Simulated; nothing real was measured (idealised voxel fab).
process module | voxel plated lines
cross-section cut | 225 nm wide | cells 5 nm
A cross-section is a grid of square cells, given in bands from the top down. A band is one or more rows of cells.
Each band's line starts with the height of the band's top and of its bottom, in nm. Then come its materials from left to right, each with its width in nm. One material with "throughout" fills the band from edge to edge. "air" is empty space.
Height 0 is the level under which the wafer as received is all one material. The lowest band goes on downwards, as in "0 down".
A width such as "30 to 40" changes by the same amount from each row of cells to the next, from the band's top row to its bottom row.
"no change" after a step means that no cell of the cross-section changed.
closed voids: empty space of 8 cells or more with no open way to the top, each as width x height at its distance from the left edge, in nm
after a step's settings: what the simulator itself notes on the step
overlay nm, on a step with a mask: how far to the right of its planned place the mask lay; to the left if negative
plan
1 op RECEIVE | material Si
2 op CONFORMAL_DEP | material Al2O3 | thk nm 10
3 op DIRECTIONAL_DEP | material TiN | thk nm 5
4 op PATTERN | tone open | mask id LINES | material resist | width nm 15 | pitch nm 35 | thk nm 40 | overlay nm 0
5 op EPI | material Ru | thk nm 10
6 op EPI | material Ru | thk nm 5
7 op EPI | material Ru | thk nm 10
8 op STRIP | etch materials resist
9 op DIRECTIONAL_ETCH | etch materials TiN | depth nm 5
10 op CONFORMAL_DEP | material SiN | thk nm 5
first wafer, as planned
as received, after step 1
  0 down: Si throughout
  closed voids: none
after step 2
  10 to 0: Al2O3 throughout
  below 0: unchanged
after step 3
  15 to 10: TiN throughout
  below 10: unchanged
after step 4
  55 to 15: resist 85 | air 15 | resist 20 | air 15 | resist 90
  below 15: unchanged
after step 5
  55 to 25: resist 85 | air 15 | resist 20 | air 15 | resist 90
  25 to 15: resist 85 | Ru 15 | resist 20 | Ru 15 | resist 90
  below 15: unchanged
after step 6
  55 to 30: resist 85 | air 15 | resist 20 | air 15 | resist 90
  30 to 15: resist 85 | Ru 15 | resist 20 | Ru 15 | resist 90
  below 15: unchanged
after step 7
  55 to 40: resist 85 | air 15 | resist 20 | air 15 | resist 90
  40 to 15: resist 85 | Ru 15 | resist 20 | Ru 15 | resist 90
  below 15: unchanged
after step 8
  40 to 15: air 85 | Ru 15 | air 20 | Ru 15 | air 90
  below 15: unchanged
after step 9
  40 to 15: air 85 | Ru 15 | air 20 | Ru 15 | air 90
  15 to 10: air 85 | TiN 15 | air 20 | TiN 15 | air 90
  below 10: unchanged
after step 10
  45 to 40: air 80 | SiN 25 | air 10 | SiN 25 | air 85
  40 to 15: air 80 | SiN 5 | Ru 15 | SiN 5 | air 10 | SiN 5 | Ru 15 | SiN 5 | air 85
  15 to 10: SiN 85 | TiN 15 | SiN 20 | TiN 15 | SiN 90
  below 10: unchanged
second wafer: like start, like plan, one mistake. Through step 3 it matches the first wafer
when step 4 should have ended
  55 to 15: resist 80 | air 15 | resist 20 | air 15 | resist 95
  below 15: unchanged
when step 5 should have ended
  55 to 25: resist 80 | air 15 | resist 20 | air 15 | resist 95
  25 to 15: resist 80 | Ru 15 | resist 20 | Ru 15 | resist 95
  below 15: unchanged
when step 6 should have ended
  55 to 30: resist 80 | air 15 | resist 20 | air 15 | resist 95
  30 to 15: resist 80 | Ru 15 | resist 20 | Ru 15 | resist 95
  below 15: unchanged
when step 7 should have ended
  55 to 40: resist 80 | air 15 | resist 20 | air 15 | resist 95
  40 to 15: resist 80 | Ru 15 | resist 20 | Ru 15 | resist 95
  below 15: unchanged
when step 8 should have ended
  40 to 15: air 80 | Ru 15 | air 20 | Ru 15 | air 95
  below 15: unchanged
when step 9 should have ended
  40 to 15: air 80 | Ru 15 | air 20 | Ru 15 | air 95
  15 to 10: air 80 | TiN 15 | air 20 | TiN 15 | air 95
  below 10: unchanged
when step 10 should have ended
  45 to 40: air 75 | SiN 25 | air 10 | SiN 25 | air 90
  40 to 15: air 75 | SiN 5 | Ru 15 | SiN 5 | air 10 | SiN 5 | Ru 15 | SiN 5 | air 90
  15 to 10: SiN 80 | TiN 15 | SiN 20 | TiN 15 | SiN 95
  below 10: unchanged
what went wrong: step 4 ran as: op PATTERN | tone open | mask id LINES | material resist | width nm 15 | pitch nm 35 | thk nm 40 | overlay nm -5
at the end the second wafer has, in cells: as many of each material as the first, in other places
